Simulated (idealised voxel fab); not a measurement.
The document below concerns the process module designated voxel capacitor over wiring.
In the cross-section labelled cut, the width is 180 nm and each square cell is 5 nm.
Reading order for cross-sections: top band down to bottom band. Underlying form: a grid of square cells. Band size: one or more rows of cells.
The band entry comprises the height of the band's top followed by the height of its bottom, expressed in nm, and subsequently the band's materials from left to right, each stated together with its width in nm. Where a single material is marked with the word "full width", that material fills the band from edge to edge. The word "air" represents empty space.
Height reference: 0 = level under which incoming wafer is all one material. Lowest band: no bottom, runs on downward, e.g. "0 down".
So if you see something like "30->40" for the width, read it as the top row of the band sitting at the first number and the bottom row at the second, with every row in between moving by the same amount as the last.
You'll sometimes find "nothing was modified" written for a step, and that's the way of saying that nowhere in the cross-section did a cell change during that step.
What "Enclosed void list" gives you is every empty space of 8 cells or more that is cut off from the top. Each appears as width x height at distance, with the distance taken from the left edge and width, height and distance all in nm.
Formally, on a step line, whatever follows the settings is a remark that the simulator itself makes on the step.
For masked steps, "overlay nm" on the step line gives how far right of plan the mask actually lay; a minus sign means it lay to the left.
# Below is the list of planned process steps
| 1 | RECEIVE with material Si |
| 2 | CONFORMAL_DEP with material SiO2, thk nm 15 |
| 3 | DIRECTIONAL_DEP with material TiN, thk nm 5 |
| 4 | DIRECTIONAL_DEP with material Ru, thk nm 20 |
| 5 | PATTERN with tone cover, mask id METAL_1, material resist, width nm 25, pitch nm 95, thk nm 20, overlay nm 0 |
| 6 | DIRECTIONAL_ETCH with etch materials Ru, depth nm 20 |
| 7 | DIRECTIONAL_ETCH with etch materials TiN, depth nm 5 |
| 8 | STRIP with etch materials resist |
| 9 | CONFORMAL_DEP with material SiCN, thk nm 5 |
| 10 | FILL_DEP with material lowk, thk nm 5 |
| 11 | CMP with height nm 40 |
| 12 | CONFORMAL_DEP with material SiCN, thk nm 5 |
| 13 | DIRECTIONAL_DEP with material SiO2, thk nm 10 |
| 14 | DIRECTIONAL_DEP with material aC, thk nm 15 |
| 15 | PATTERN with tone open, mask id PLUG_1, material resist, width nm 15, thk nm 35, overlay nm 0 |
| 16 | DIRECTIONAL_ETCH with etch materials aC, depth nm 15 |
| 17 | STRIP with etch materials resist |
| 18 | DIRECTIONAL_ETCH with etch materials SiO2, depth nm 10 |
| 19 | DIRECTIONAL_ETCH with etch materials SiCN, depth nm 5 |
| 20 | STRIP with etch materials aC |
| 21 | EPI with material Ru, thk nm 10 |
| 22 | EPI with material Ru, thk nm 5 |
| 23 | DIRECTIONAL_DEP with material TiN, thk nm 5 |
| 24 | DIRECTIONAL_DEP with material HfO2, thk nm 5 |
| 25 | DIRECTIONAL_DEP with material TiN, thk nm 5 |
| 26 | DIRECTIONAL_DEP with material aC, thk nm 15 |
| 27 | PATTERN with tone cover, mask id UPPER_PLATE, material resist, width nm 75, thk nm 30, overlay nm 0 |
| 28 | DIRECTIONAL_ETCH with etch materials aC, depth nm 15 |
| 29 | STRIP with etch materials resist |
| 30 | DIRECTIONAL_ETCH with etch materials TiN, depth nm 5 |
| 31 | DIRECTIONAL_ETCH with etch materials HfO2, depth nm 5 |
| 32 | STRIP with etch materials aC |
| 33 | DIRECTIONAL_DEP with material aC, thk nm 15 |
| 34 | PATTERN with tone cover, mask id LOWER_PLATE, material resist, width nm 85, thk nm 35, overlay nm 0 |
| 35 | DIRECTIONAL_ETCH with etch materials aC, depth nm 15 |
| 36 | STRIP with etch materials resist |
| 37 | DIRECTIONAL_ETCH with etch materials TiN, depth nm 5 |
| 38 | STRIP with etch materials aC |
| 39 | FILL_DEP with material SiO2, thk nm 15 |
| 40 | CMP with height nm 80 |
| 41 | DIRECTIONAL_DEP with material aC, thk nm 10 |
| 42 | PATTERN with tone open, mask id PLUG_2, material resist, width nm 15, thk nm 30, overlay nm 0 |
| 43 | DIRECTIONAL_ETCH with etch materials aC, depth nm 10 |
| 44 | STRIP with etch materials resist |
| 45 | DIRECTIONAL_ETCH with etch materials SiO2, depth nm 10 |
| 46 | STRIP with etch materials aC |
| 47 | CONFORMAL_DEP with material TiN, thk nm 5 |
| 48 | FILL_DEP with material W, thk nm 10 |
| 49 | CMP with height nm 80 |
| 50 | CONFORMAL_DEP with material SiCN, thk nm 5 |
# First wafer, two in total, run as planned
# Shown in cross-section is the wafer as received, that is, as it stands after step 1
0 down = Si full width
Enclosed void list: none
# Step 2 done - wafer cross-section
15 to 0 = SiO2 full width
Rest of section, below 0: as before.
# Step 3 done - wafer cross-section
20 to 15 = TiN full width
Rest of section, below 15: as before.
# Step 4 done - wafer cross-section
40 to 20 = Ru full width
Rest of section, below 20: as before.
# Step 5 done - wafer cross-section
60 to 40 = air (30) | resist (25) | air (70) | resist (25) | air (30)
Rest of section, below 40: as before.
# Step 6 done - wafer cross-section
60 to 40 = air (30) | resist (25) | air (70) | resist (25) | air (30)
40 to 20 = air (30) | Ru (25) | air (70) | Ru (25) | air (30)
Rest of section, below 20: as before.
# Step 7 done - wafer cross-section
60 to 40 = air (30) | resist (25) | air (70) | resist (25) | air (30)
40 to 20 = air (30) | Ru (25) | air (70) | Ru (25) | air (30)
20 to 15 = air (30) | TiN (25) | air (70) | TiN (25) | air (30)
Rest of section, below 15: as before.
# Step 8 done - wafer cross-section
40 to 20 = air (30) | Ru (25) | air (70) | Ru (25) | air (30)
Rest of section, below 20: as before.
# Step 9 done - wafer cross-section
45 to 40 = air (25) | SiCN (35) | air (60) | SiCN (35) | air (25)
40 to 20 = air (25) | SiCN (5) | Ru (25) | SiCN (5) | air (60) | SiCN (5) | Ru (25) | SiCN (5) | air (25)
20 to 15 = SiCN (30) | TiN (25) | SiCN (70) | TiN (25) | SiCN (30)
Rest of section, below 15: as before.
# Step 10 done - wafer cross-section
50 to 45 = lowk full width
45 to 40 = lowk (25) | SiCN (35) | lowk (60) | SiCN (35) | lowk (25)
40 to 20 = lowk (25) | SiCN (5) | Ru (25) | SiCN (5) | lowk (60) | SiCN (5) | Ru (25) | SiCN (5) | lowk (25)
Rest of section, below 20: as before.
# Step 11 done - wafer cross-section
40 to 20 = lowk (25) | SiCN (5) | Ru (25) | SiCN (5) | lowk (60) | SiCN (5) | Ru (25) | SiCN (5) | lowk (25)
Rest of section, below 20: as before.
# Step 12 done - wafer cross-section
45 to 40 = SiCN full width
Rest of section, below 40: as before.
# Step 13 done - wafer cross-section
55 to 45 = SiO2 full width
Rest of section, below 45: as before.
# Step 14 done - wafer cross-section
70 to 55 = aC full width
Rest of section, below 55: as before.
# Step 15 done - wafer cross-section
105 to 70 = resist (40) | air (15) | resist (125)
Rest of section, below 70: as before.
# Step 16 done - wafer cross-section
90 to 70 = resist (40) | air (15) | resist (125)
70 to 55 = aC (40) | air (15) | aC (125)
Rest of section, below 55: as before.
# Step 17 done - wafer cross-section
70 to 55 = aC (40) | air (15) | aC (125)
Rest of section, below 55: as before.
# Step 18 done - wafer cross-section
70 to 55 = aC (40) | air (15) | aC (125)
55 to 45 = SiO2 (40) | air (15) | SiO2 (125)
Rest of section, below 45: as before.
# Step 19 done - wafer cross-section
70 to 55 = aC (40) | air (15) | aC (125)
55 to 45 = SiO2 (40) | air (15) | SiO2 (125)
45 to 40 = SiCN (40) | air (15) | SiCN (125)
Rest of section, below 40: as before.
# Step 20 done - wafer cross-section
55 to 45 = SiO2 (40) | air (15) | SiO2 (125)
Rest of section, below 45: as before.
# Step 21 done - wafer cross-section
55 to 50 = SiO2 (40) | air (15) | SiO2 (125)
50 to 45 = SiO2 (40) | Ru (15) | SiO2 (125)
45 to 40 = SiCN (40) | Ru (15) | SiCN (125)
Rest of section, below 40: as before.
# Step 22 done - wafer cross-section
55 to 45 = SiO2 (40) | Ru (15) | SiO2 (125)
Rest of section, below 45: as before.
# Step 23 done - wafer cross-section
60 to 55 = TiN full width
Rest of section, below 55: as before.
# Step 24 done - wafer cross-section
65 to 60 = HfO2 full width
Rest of section, below 60: as before.
# Step 25 done - wafer cross-section
70 to 65 = TiN full width
Rest of section, below 65: as before.
# Step 26 done - wafer cross-section
85 to 70 = aC full width
Rest of section, below 70: as before.
# Step 27 done - wafer cross-section
115 to 85 = air (40) | resist (75) | air (65)
Rest of section, below 85: as before.
# Step 28 done - wafer cross-section
100 to 85 = air (40) | resist (75) | air (65)
85 to 70 = air (40) | aC (75) | air (65)
Rest of section, below 70: as before.
# Step 29 done - wafer cross-section
85 to 70 = air (40) | aC (75) | air (65)
Rest of section, below 70: as before.
# Step 30 done - wafer cross-section
85 to 70 = air (40) | aC (75) | air (65)
70 to 65 = air (40) | TiN (75) | air (65)
Rest of section, below 65: as before.
# Step 31 done - wafer cross-section
85 to 70 = air (40) | aC (75) | air (65)
70 to 65 = air (40) | TiN (75) | air (65)
65 to 60 = air (40) | HfO2 (75) | air (65)
Rest of section, below 60: as before.
# Step 32 done - wafer cross-section
70 to 65 = air (40) | TiN (75) | air (65)
Rest of section, below 65: as before.
# Step 33 done - wafer cross-section
85 to 75 = air (40) | aC (75) | air (65)
75 to 70 = aC full width
70 to 65 = aC (40) | TiN (75) | aC (65)
65 to 60 = aC (40) | HfO2 (75) | aC (65)
Rest of section, below 60: as before.
# Step 34 done - wafer cross-section
120 to 85 = air (35) | resist (85) | air (60)
85 to 75 = air (35) | resist (5) | aC (75) | resist (5) | air (60)
Rest of section, below 75: as before.
# Step 35 done - wafer cross-section
105 to 85 = air (35) | resist (85) | air (60)
85 to 75 = air (35) | resist (5) | aC (75) | resist (5) | air (60)
75 to 70 = air (35) | aC (85) | air (60)
70 to 65 = air (35) | aC (5) | TiN (75) | aC (5) | air (60)
65 to 60 = air (35) | aC (5) | HfO2 (75) | aC (5) | air (60)
Rest of section, below 60: as before.
# Step 36 done - wafer cross-section
85 to 75 = air (40) | aC (75) | air (65)
Rest of section, below 75: as before.
# Step 37 done - wafer cross-section
85 to 75 = air (40) | aC (75) | air (65)
75 to 70 = air (35) | aC (85) | air (60)
70 to 65 = air (35) | aC (5) | TiN (75) | aC (5) | air (60)
65 to 60 = air (35) | aC (5) | HfO2 (75) | aC (5) | air (60)
60 to 55 = air (35) | TiN (85) | air (60)
Rest of section, below 55: as before.
# Step 38 done - wafer cross-section
70 to 65 = air (40) | TiN (75) | air (65)
65 to 60 = air (40) | HfO2 (75) | air (65)
Rest of section, below 60: as before.
# Step 39 done - wafer cross-section
85 to 70 = SiO2 full width
70 to 65 = SiO2 (40) | TiN (75) | SiO2 (65)
65 to 60 = SiO2 (40) | HfO2 (75) | SiO2 (65)
60 to 55 = SiO2 (35) | TiN (85) | SiO2 (60)
Rest of section, below 55: as before.
# Step 40 done - wafer cross-section
80 to 70 = SiO2 full width
Rest of section, below 70: as before.
# Step 41 done - wafer cross-section
90 to 80 = aC full width
Rest of section, below 80: as before.
# Step 42 done - wafer cross-section
120 to 90 = resist (50) | air (15) | resist (115)
Rest of section, below 90: as before.
# Step 43 done - wafer cross-section
110 to 90 = resist (50) | air (15) | resist (115)
90 to 80 = aC (50) | air (15) | aC (115)
Rest of section, below 80: as before.
# Step 44 done - wafer cross-section
90 to 80 = aC (50) | air (15) | aC (115)
Rest of section, below 80: as before.
# Step 45 done - wafer cross-section
90 to 80 = aC (50) | air (15) | aC (115)
80 to 70 = SiO2 (50) | air (15) | SiO2 (115)
Rest of section, below 70: as before.
# Step 46 done - wafer cross-section
80 to 70 = SiO2 (50) | air (15) | SiO2 (115)
Rest of section, below 70: as before.
# Step 47 done - wafer cross-section
85 to 80 = TiN (55) | air (5) | TiN (120)
80 to 75 = SiO2 (50) | TiN (5) | air (5) | TiN (5) | SiO2 (115)
75 to 65 = SiO2 (50->40) | TiN (15->75) | SiO2 (115->65)
Rest of section, below 65: as before.
# Step 48 done - wafer cross-section
95 to 85 = W full width
85 to 80 = TiN (55) | W (5) | TiN (120)
80 to 75 = SiO2 (50) | TiN (5) | W (5) | TiN (5) | SiO2 (115)
Rest of section, below 75: as before.
# Step 49 done - wafer cross-section
80 to 75 = SiO2 (50) | TiN (5) | W (5) | TiN (5) | SiO2 (115)
Rest of section, below 75: as before.
# Step 50 done - wafer cross-section
85 to 80 = SiCN full width
Rest of section, below 80: as before.
# Regarding the second of the two wafers: it shared the first wafer's starting condition and process plan, yet one error occurred during its execution. Its history coincides with that of the first wafer up to and including step 3
# Cross-section of the second wafer corresponding to the planned conclusion of step 4
35 to 20 = Ru full width
Rest of section, below 20: as before.
# Cross-section of the second wafer corresponding to the planned conclusion of step 5
55 to 35 = air (30) | resist (25) | air (70) | resist (25) | air (30)
Rest of section, below 35: as before.
# Cross-section of the second wafer corresponding to the planned conclusion of step 6
55 to 35 = air (30) | resist (25) | air (70) | resist (25) | air (30)
35 to 20 = air (30) | Ru (25) | air (70) | Ru (25) | air (30)
Rest of section, below 20: as before.
# Cross-section of the second wafer corresponding to the planned conclusion of step 7
55 to 35 = air (30) | resist (25) | air (70) | resist (25) | air (30)
35 to 20 = air (30) | Ru (25) | air (70) | Ru (25) | air (30)
20 to 15 = air (30) | TiN (25) | air (70) | TiN (25) | air (30)
Rest of section, below 15: as before.
# Cross-section of the second wafer corresponding to the planned conclusion of step 8
35 to 20 = air (30) | Ru (25) | air (70) | Ru (25) | air (30)
Rest of section, below 20: as before.
# Cross-section of the second wafer corresponding to the planned conclusion of step 9
40 to 35 = air (25) | SiCN (35) | air (60) | SiCN (35) | air (25)
35 to 20 = air (25) | SiCN (5) | Ru (25) | SiCN (5) | air (60) | SiCN (5) | Ru (25) | SiCN (5) | air (25)
20 to 15 = SiCN (30) | TiN (25) | SiCN (70) | TiN (25) | SiCN (30)
Rest of section, below 15: as before.
# Cross-section of the second wafer corresponding to the planned conclusion of step 10
45 to 40 = lowk full width
40 to 35 = lowk (25) | SiCN (35) | lowk (60) | SiCN (35) | lowk (25)
35 to 20 = lowk (25) | SiCN (5) | Ru (25) | SiCN (5) | lowk (60) | SiCN (5) | Ru (25) | SiCN (5) | lowk (25)
Rest of section, below 20: as before.
# Cross-section of the second wafer corresponding to the planned conclusion of step 11
40 to 35 = lowk (25) | SiCN (35) | lowk (60) | SiCN (35) | lowk (25)
Rest of section, below 35: as before.
# Cross-section of the second wafer corresponding to the planned conclusion of step 12
45 to 40 = SiCN full width
Rest of section, below 40: as before.
# Cross-section of the second wafer corresponding to the planned conclusion of step 13
55 to 45 = SiO2 full width
Rest of section, below 45: as before.
# Cross-section of the second wafer corresponding to the planned conclusion of step 14
70 to 55 = aC full width
Rest of section, below 55: as before.
# Cross-section of the second wafer corresponding to the planned conclusion of step 15
105 to 70 = resist (40) | air (15) | resist (125)
Rest of section, below 70: as before.
# Cross-section of the second wafer corresponding to the planned conclusion of step 16
90 to 70 = resist (40) | air (15) | resist (125)
70 to 55 = aC (40) | air (15) | aC (125)
Rest of section, below 55: as before.
# Cross-section of the second wafer corresponding to the planned conclusion of step 17
70 to 55 = aC (40) | air (15) | aC (125)
Rest of section, below 55: as before.
# Cross-section of the second wafer corresponding to the planned conclusion of step 18
70 to 55 = aC (40) | air (15) | aC (125)
55 to 45 = SiO2 (40) | air (15) | SiO2 (125)
Rest of section, below 45: as before.
# Cross-section of the second wafer corresponding to the planned conclusion of step 19
70 to 55 = aC (40) | air (15) | aC (125)
55 to 45 = SiO2 (40) | air (15) | SiO2 (125)
45 to 40 = SiCN (40) | air (15) | SiCN (125)
Rest of section, below 40: as before.
# Cross-section of the second wafer corresponding to the planned conclusion of step 20
55 to 45 = SiO2 (40) | air (15) | SiO2 (125)
Rest of section, below 45: as before.
Cross-section of the second wafer corresponding to the planned conclusion of step 21: nothing was modified
Cross-section of the second wafer corresponding to the planned conclusion of step 22: nothing was modified
# Cross-section of the second wafer corresponding to the planned conclusion of step 23
60 to 55 = TiN (40) | air (15) | TiN (125)
55 to 45 = SiO2 (40) | air (15) | SiO2 (125)
45 to 40 = SiCN (40) | TiN (15) | SiCN (125)
Rest of section, below 40: as before.
# Cross-section of the second wafer corresponding to the planned conclusion of step 24
65 to 60 = HfO2 (40) | air (15) | HfO2 (125)
60 to 55 = TiN (40) | air (15) | TiN (125)
55 to 50 = SiO2 (40) | air (15) | SiO2 (125)
50 to 45 = SiO2 (40) | HfO2 (15) | SiO2 (125)
Rest of section, below 45: as before.
# Cross-section of the second wafer corresponding to the planned conclusion of step 25
70 to 65 = TiN (40) | air (15) | TiN (125)
65 to 60 = HfO2 (40) | air (15) | HfO2 (125)
60 to 55 = TiN (40) | air (15) | TiN (125)
55 to 50 = SiO2 (40) | TiN (15) | SiO2 (125)
Rest of section, below 50: as before.
# Cross-section of the second wafer corresponding to the planned conclusion of step 26
85 to 70 = aC (40) | air (15) | aC (125)
70 to 65 = TiN (40) | aC (15) | TiN (125)
65 to 60 = HfO2 (40) | aC (15) | HfO2 (125)
60 to 55 = TiN (40) | aC (15) | TiN (125)
Rest of section, below 55: as before.
# Cross-section of the second wafer corresponding to the planned conclusion of step 27
115 to 85 = air (40) | resist (75) | air (65)
85 to 70 = aC (40) | resist (15) | aC (125)
Rest of section, below 70: as before.
# Cross-section of the second wafer corresponding to the planned conclusion of step 28
100 to 85 = air (40) | resist (75) | air (65)
85 to 70 = air (40) | resist (15) | aC (60) | air (65)
Rest of section, below 70: as before.
# Cross-section of the second wafer corresponding to the planned conclusion of step 29
85 to 70 = air (55) | aC (60) | air (65)
Rest of section, below 70: as before.
# Cross-section of the second wafer corresponding to the planned conclusion of step 30
85 to 70 = air (55) | aC (60) | air (65)
70 to 65 = air (40) | aC (15) | TiN (60) | air (65)
Rest of section, below 65: as before.
# Cross-section of the second wafer corresponding to the planned conclusion of step 31
85 to 70 = air (55) | aC (60) | air (65)
70 to 65 = air (40) | aC (15) | TiN (60) | air (65)
65 to 60 = air (40) | aC (15) | HfO2 (60) | air (65)
Rest of section, below 60: as before.
# Cross-section of the second wafer corresponding to the planned conclusion of step 32
70 to 65 = air (55) | TiN (60) | air (65)
65 to 60 = air (55) | HfO2 (60) | air (65)
60 to 55 = TiN (40) | air (15) | TiN (125)
Rest of section, below 55: as before.
# Cross-section of the second wafer corresponding to the planned conclusion of step 33
85 to 75 = air (55) | aC (60) | air (65)
75 to 70 = aC (40) | air (15) | aC (125)
70 to 65 = aC (55) | TiN (60) | aC (65)
65 to 60 = aC (55) | HfO2 (60) | aC (65)
60 to 55 = TiN (40) | aC (15) | TiN (125)
Rest of section, below 55: as before.
# Cross-section of the second wafer corresponding to the planned conclusion of step 34
120 to 85 = air (35) | resist (85) | air (60)
85 to 75 = air (35) | resist (20) | aC (60) | resist (5) | air (60)
75 to 70 = aC (40) | resist (15) | aC (125)
Rest of section, below 70: as before.
# Cross-section of the second wafer corresponding to the planned conclusion of step 35
105 to 85 = air (35) | resist (85) | air (60)
85 to 75 = air (35) | resist (20) | aC (60) | resist (5) | air (60)
75 to 70 = air (35) | aC (5) | resist (15) | aC (65) | air (60)
70 to 65 = air (35) | aC (20) | TiN (60) | aC (5) | air (60)
65 to 60 = air (35) | aC (20) | HfO2 (60) | aC (5) | air (60)
Rest of section, below 60: as before.
# Cross-section of the second wafer corresponding to the planned conclusion of step 36
85 to 75 = air (55) | aC (60) | air (65)
75 to 70 = air (35) | aC (5) | air (15) | aC (65) | air (60)
Rest of section, below 70: as before.
# Cross-section of the second wafer corresponding to the planned conclusion of step 37
85 to 75 = air (55) | aC (60) | air (65)
75 to 70 = air (35) | aC (5) | air (15) | aC (65) | air (60)
70 to 65 = air (35) | aC (20) | TiN (60) | aC (5) | air (60)
65 to 60 = air (35) | aC (20) | HfO2 (60) | aC (5) | air (60)
60 to 55 = air (35) | TiN (5) | aC (15) | TiN (65) | air (60)
Rest of section, below 55: as before.
# Cross-section of the second wafer corresponding to the planned conclusion of step 38
70 to 65 = air (55) | TiN (60) | air (65)
65 to 60 = air (55) | HfO2 (60) | air (65)
60 to 55 = air (35) | TiN (5) | air (15) | TiN (65) | air (60)
Rest of section, below 55: as before.
# Cross-section of the second wafer corresponding to the planned conclusion of step 39
85 to 70 = SiO2 full width
70 to 65 = SiO2 (55) | TiN (60) | SiO2 (65)
65 to 60 = SiO2 (55) | HfO2 (60) | SiO2 (65)
60 to 55 = SiO2 (35) | TiN (5) | SiO2 (15) | TiN (65) | SiO2 (60)
Rest of section, below 55: as before.
# Cross-section of the second wafer corresponding to the planned conclusion of step 40
80 to 70 = SiO2 full width
Rest of section, below 70: as before.
# Cross-section of the second wafer corresponding to the planned conclusion of step 41
90 to 80 = aC full width
Rest of section, below 80: as before.
# Cross-section of the second wafer corresponding to the planned conclusion of step 42
120 to 90 = resist (50) | air (15) | resist (115)
Rest of section, below 90: as before.
# Cross-section of the second wafer corresponding to the planned conclusion of step 43
110 to 90 = resist (50) | air (15) | resist (115)
90 to 80 = aC (50) | air (15) | aC (115)
Rest of section, below 80: as before.
# Cross-section of the second wafer corresponding to the planned conclusion of step 44
90 to 80 = aC (50) | air (15) | aC (115)
Rest of section, below 80: as before.
# Cross-section of the second wafer corresponding to the planned conclusion of step 45
90 to 80 = aC (50) | air (15) | aC (115)
80 to 70 = SiO2 (50) | air (15) | SiO2 (115)
Rest of section, below 70: as before.
# Cross-section of the second wafer corresponding to the planned conclusion of step 46
80 to 70 = SiO2 (50) | air (15) | SiO2 (115)
Rest of section, below 70: as before.
# Cross-section of the second wafer corresponding to the planned conclusion of step 47
85 to 80 = TiN (55) | air (5) | TiN (120)
80 to 75 = SiO2 (50) | TiN (5) | air (5) | TiN (5) | SiO2 (115)
75 to 65 = SiO2 (50->55) | TiN (15->60) | SiO2 (115->65)
Rest of section, below 65: as before.
# Cross-section of the second wafer corresponding to the planned conclusion of step 48
95 to 85 = W full width
85 to 80 = TiN (55) | W (5) | TiN (120)
80 to 75 = SiO2 (50) | TiN (5) | W (5) | TiN (5) | SiO2 (115)
Rest of section, below 75: as before.
# Cross-section of the second wafer corresponding to the planned conclusion of step 49
80 to 75 = SiO2 (50) | TiN (5) | W (5) | TiN (5) | SiO2 (115)
Rest of section, below 75: as before.
# Cross-section of the second wafer corresponding to the planned conclusion of step 50
85 to 80 = SiCN full width
Rest of section, below 80: as before.
what went wrong: step 4 ran differently from the plan; actual operation with settings: DIRECTIONAL_DEP with material Ru, thk nm 15
Materials where the second wafer ends with more or fewer cells than the first: Ru -19 | SiCN +10 | SiO2 +9
